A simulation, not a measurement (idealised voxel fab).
The process module presented herein is designated voxel gate over fins.
This is section cut - it's 285 nm across, gridded in 5 nm square cells.
Cross-sections here: square-cell grids, written as top-down lists of bands, a band being one or more rows of cells. Band: top and bottom heights (nm) first, top before bottom; then materials from left to right, widths in nm. "everywhere" marks a sole material filling the band edge to edge. "air" denotes empty space. Heights are reckoned from 0. Under this level, the received wafer is all of one material. The bottommost band is open-ended downward, for example "0 nm and below". So if you see something like "30 to 40" for the width, read it as the top row of the band sitting at the first number and the bottom row at the second, with every row in between moving by the same amount as the last. "everything unchanged" for a step: no cell of the cross-section changed in that step. Listed in "Enclosed cavity list": every empty space of 8 or more cells without an open way to the top. Form: width x height at distance, the distance being from the left edge, all in nm. The remark found on a step's line after its settings is issued by the simulator itself and pertains to that step. overlay nm, on a step with a mask: how far to the right of its planned place the mask lay; to the left if negative.

Steps planned for the process
| 1 | op RECEIVE | material Si |
| 2 | op CONFORMAL_DEP | material SiN | thk nm 5 |
| 3 | op MASKED_ETCH | tone cover | mask id FINS | width nm 15 | pitch nm 55 | etch materials SiN | depth nm 5 | overlay nm 0 |
| 4 | op MASKED_ETCH | tone cover | mask id FINS | width nm 15 | pitch nm 55 | etch materials Si | depth nm 40 | overlay nm 0 |
| 5 | op OXIDIZE | depth nm 5 |
| 6 | op FILL_DEP | material SiO2 | thk nm 15 |
| 7 | op CMP | height nm 5 |
| 8 | op MASKED_ETCH | tone open | mask id RAIL | width nm 15 | etch materials SiO2 | depth nm 40 | overlay nm 0 |
| 9 | op CONFORMAL_DEP | material TiN | thk nm 5 |
| 10 | op FILL_DEP | material W | thk nm 5 |
| 11 | op CMP | height nm 5 |
| 12 | op SELECTIVE_ETCH | etch materials W Ru TiN | depth nm 25 |
| 13 | op FILL_DEP | material SiO2 | thk nm 5 |
| 14 | op CMP | height nm 5 |
| 15 | op SELECTIVE_ETCH | etch materials SiO2 | depth nm 20 |
| 16 | op STRIP | etch materials SiN |
| 17 | op CONFORMAL_DEP | material HfO2 | thk nm 5 |
| 18 | op CONFORMAL_DEP | material TiN | thk nm 5 |
| 19 | op FILL_DEP | material W | thk nm 15 |
| 20 | op CMP | height nm 20 |
| 21 | op CONFORMAL_DEP | material SiCN | thk nm 5 |

Cross-section of the wafer upon arrival, representing the state reached after step 1
* 0 nm and below: Si everywhere
* Enclosed cavity list: none

First wafer of two, sectioned at end of module; run went per plan
* 25 nm to 20 nm: SiCN everywhere
* 20 nm to 10 nm: W everywhere
* 10 nm to 5 nm: W: 45, TiN: 25, W: 30, TiN: 25, W: 30, TiN: 25, W: 30, TiN: 25, W: 50
* 5 nm to 0 nm: W: 45, TiN: 5, HfO2: 15, TiN: 5, W: 30, TiN: 5, HfO2: 15, TiN: 5, W: 30, TiN: 5, HfO2: 15, TiN: 5, W: 30, TiN: 5, HfO2: 15, TiN: 5, W: 50
* 0 nm to -5 nm: W: 45, TiN: 5, HfO2: 5, Si: 5, HfO2: 5, TiN: 5, W: 30, TiN: 5, HfO2: 5, Si: 5, HfO2: 5, TiN: 5, W: 30, TiN: 5, HfO2: 5, Si: 5, HfO2: 5, TiN: 5, W: 30, TiN: 5, HfO2: 5, Si: 5, HfO2: 5, TiN: 5, W: 50
* -5 nm to -10 nm: TiN: 50, HfO2: 5, Si: 5, HfO2: 5, TiN: 40, HfO2: 5, Si: 5, HfO2: 5, TiN: 40, HfO2: 5, Si: 5, HfO2: 5, TiN: 40, HfO2: 5, Si: 5, HfO2: 5, TiN: 55
* -10 nm to -15 nm: HfO2: 55, Si: 5, HfO2: 50, Si: 5, HfO2: 50, Si: 5, HfO2: 50, Si: 5, HfO2: 60
* -15 nm to -20 nm: SiO2: 55, Si: 5, SiO2: 50, Si: 5, SiO2: 50, Si: 5, SiO2: 50, Si: 5, SiO2: 60
* -20 nm to -30 nm: SiO2: 55, Si: 5, SiO2: 15, TiN: 5, W: 5, TiN: 5, SiO2: 20, Si: 5, SiO2: 50, Si: 5, SiO2: 50, Si: 5, SiO2: 60
* -30 nm to -35 nm: SiO2: 55, Si: 5, SiO2: 15, TiN: 15, SiO2: 20, Si: 5, SiO2: 50, Si: 5, SiO2: 50, Si: 5, SiO2: 60
* -35 nm to -45 nm: SiO2: 55, Si: 5, SiO2: 50, Si: 5, SiO2: 50, Si: 5, SiO2: 50, Si: 5, SiO2: 60
* -45 nm and below: Si everywhere
* Enclosed cavity list: none

Now the second wafer, cross-sectioned at the end of the module. Nothing different at the start, nothing different in the plan compared with the first, just one mistake when it was actually run
* 25 nm to 20 nm: SiCN everywhere
* 20 nm to 10 nm: W everywhere
* 10 nm to 5 nm: W: 45, TiN: 25, W: 30, TiN: 25, W: 30, TiN: 25, W: 30, TiN: 25, W: 50
* 5 nm to 0 nm: W: 45, TiN: 5, HfO2: 15, TiN: 5, W: 30, TiN: 5, HfO2: 15, TiN: 5, W: 30, TiN: 5, HfO2: 15, TiN: 5, W: 30, TiN: 5, HfO2: 15, TiN: 5, W: 50
* 0 nm to -10 nm: W: 45, TiN: 5, HfO2: 5, Si: 5, HfO2: 5, TiN: 5, W: 30, TiN: 5, HfO2: 5, Si: 5, HfO2: 5, TiN: 5, W: 30, TiN: 5, HfO2: 5, Si: 5, HfO2: 5, TiN: 5, W: 30, TiN: 5, HfO2: 5, Si: 5, HfO2: 5, TiN: 5, W: 50
* -10 nm to -15 nm: W: 45, TiN: 5, HfO2: 5, Si: 5, HfO2: 5, TiN: 40, HfO2: 5, Si: 5, HfO2: 5, TiN: 5, W: 30, TiN: 5, HfO2: 5, Si: 5, HfO2: 5, TiN: 5, W: 30, TiN: 5, HfO2: 5, Si: 5, HfO2: 5, TiN: 5, W: 50
* -15 nm to -20 nm: W: 45, TiN: 5, HfO2: 5, Si: 5, HfO2: 5, TiN: 5, HfO2: 25, TiN: 10, HfO2: 5, Si: 5, HfO2: 5, TiN: 5, W: 30, TiN: 5, HfO2: 5, Si: 5, HfO2: 5, TiN: 5, W: 30, TiN: 5, HfO2: 5, Si: 5, HfO2: 5, TiN: 5, W: 50
* -20 nm to -25 nm: W: 45, TiN: 5, HfO2: 5, Si: 5, HfO2: 5, TiN: 5, HfO2: 5, TiN: 5, W: 5, TiN: 5, HfO2: 5, TiN: 10, HfO2: 5, Si: 5, HfO2: 5, TiN: 5, W: 30, TiN: 5, HfO2: 5, Si: 5, HfO2: 5, TiN: 5, W: 30, TiN: 5, HfO2: 5, Si: 5, HfO2: 5, TiN: 5, W: 50
* -25 nm to -30 nm: TiN: 50, HfO2: 5, Si: 5, HfO2: 5, TiN: 5, HfO2: 5, TiN: 5, W: 5, TiN: 5, HfO2: 5, TiN: 10, HfO2: 5, Si: 5, HfO2: 5, TiN: 40, HfO2: 5, Si: 5, HfO2: 5, TiN: 40, HfO2: 5, Si: 5, HfO2: 5, TiN: 55
* -30 nm to -35 nm: HfO2: 55, Si: 5, HfO2: 15, TiN: 15, HfO2: 20, Si: 5, HfO2: 50, Si: 5, HfO2: 50, Si: 5, HfO2: 60
* -35 nm to -45 nm: SiO2: 55, Si: 5, SiO2: 50, Si: 5, SiO2: 50, Si: 5, SiO2: 50, Si: 5, SiO2: 60
* -45 nm and below: Si everywhere
* Enclosed cavity list: none
The mistake made against the process plan was this: it should be noted that step 15 of the plan was executed twice
Final tally in cells, some materials are higher or lower on the second wafer than on the first: +38 HfO2 | -203 SiO2 | +35 TiN | +130 W
